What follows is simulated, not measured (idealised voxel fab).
process module | voxel tone inversion
cross-section cut | 160 nm wide | cells 5 nm
A cross-section is a grid of square cells, given in bands from the top down. A band is one or more rows of cells.
Each band's line starts with the height of the band's top and of its bottom, in nm. Then come its materials from left to right, each with its width in nm. One material with "throughout" fills the band from edge to edge. "air" is empty space.
Height 0 is the level under which the wafer as received is all one material. The lowest band goes on downwards, as in "0 down".
A width such as "30 to 40" changes by the same amount from each row of cells to the next, from the band's top row to its bottom row.
"no change" after a step means that no cell of the cross-section changed.
closed voids: empty space of 8 cells or more with no open way to the top, each as width x height at its distance from the left edge, in nm
after a step's settings: what the simulator itself notes on the step
overlay nm, on a step with a mask: how far to the right of its planned place the mask lay; to the left if negative
plan
1 op RECEIVE | material Si
2 op CONFORMAL_DEP | material SiN | thk nm 10
3 op DIRECTIONAL_DEP | material aC | thk nm 15
4 op PATTERN | tone cover | mask id POSTS | material resist | width nm 20 | pitch nm 50 | thk nm 20 | overlay nm 0
5 op DIRECTIONAL_ETCH | etch materials aC | depth nm 15
6 op STRIP | etch materials resist
7 op FILL_DEP | material SiO2 | thk nm 5
8 op CMP | height nm 25
9 op STRIP | etch materials aC
as received, after step 1
  0 down: Si throughout
  closed voids: none
first wafer at the end, as planned
  25 to 10: SiO2 20 | air 20 | SiO2 30 | air 20 | SiO2 30 | air 20 | SiO2 20
  10 to 0: SiN throughout
  0 down: Si throughout
  closed voids: none
second wafer at the end: like start, like plan, one mistake
  20 to 10: SiO2 20 | air 20 | SiO2 30 | air 20 | SiO2 30 | air 20 | SiO2 20
  10 to 0: SiN throughout
  0 down: Si throughout
  closed voids: none
what went wrong: step 8 ran as: op CMP | height nm 20
at the end the second wafer has, in cells: 20 fewer of SiO2
